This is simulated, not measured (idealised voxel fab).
Presented below is a process module, voxel lift off.
Each square cell in cross-section cut measures 5 nm, and the section as a whole is 240 nm wide.
If you're reading a cross-section in this doc, picture square cells in a grid; it comes to you as bands, top ones listed first down to the bottom, and a band can be one or more rows of cells. This entry defines a band. It first specifies the height of the band's top and the height of its bottom in nm, and then specifies the band's materials from left to right, stating each material with its width in nm. The word "full width" identifies a single material that fills the band from edge to edge, while the word "empty" identifies empty space. Height is counted from the level 0, under which the received wafer is composed throughout of one material. The lowest of the bands is not closed at the bottom but continues downward, in the notation "z 0 and below". Graded width ("30->40"): value in top row of band = first number; value in bottom row = second number; row-to-row change constant. Step note "stayed the same" = no cross-section cell changed. "Internal closed voids" - sealed voids, min. 8 cells, no opening to top; format: width x height at distance (distance from left edge; nm throughout). What comes after the settings on a step's line is commentary from the simulator itself on that step. A step's line can hold "overlay nm"; with a mask on that step, the setting says how far right of the planned place the mask lay, while a negative setting says it lay to the left.

## Listed below are the process steps as planned
- 1: RECEIVE [material Si]
- 2: CONFORMAL_DEP [material Al2O3] [thk nm 5]
- 3: PATTERN [tone open] [mask id LINES] [material resist] [width nm 25] [pitch nm 55] [thk nm 20] [overlay nm 0]
- 4: DIRECTIONAL_DEP [material Ru] [thk nm 5]
- 5: STRIP [etch materials resist]
- 6: CONFORMAL_DEP [material SiN] [thk nm 10]

## Wafer cross-section on receipt, i.e. after step 1
	z 0 and below | Si full width
	Internal closed voids: none

## Cross-section at module end, one run error; start and plan unchanged from above
	z 15 to 10 | 75 of empty, 35 of SiN, 20 of empty, 35 of SiN, 75 of empty
	z 10 to 5 | 80 of SiN, 25 of Ru, 30 of SiN, 25 of Ru, 80 of SiN
	z 5 to 0 | Al2O3 full width
	z 0 and below | Si full width
	Internal closed voids: none
So what did we get wrong on this run? the process deviated at step 6: the operation and settings actually run there were CONFORMAL_DEP [material SiN] [thk nm 5]
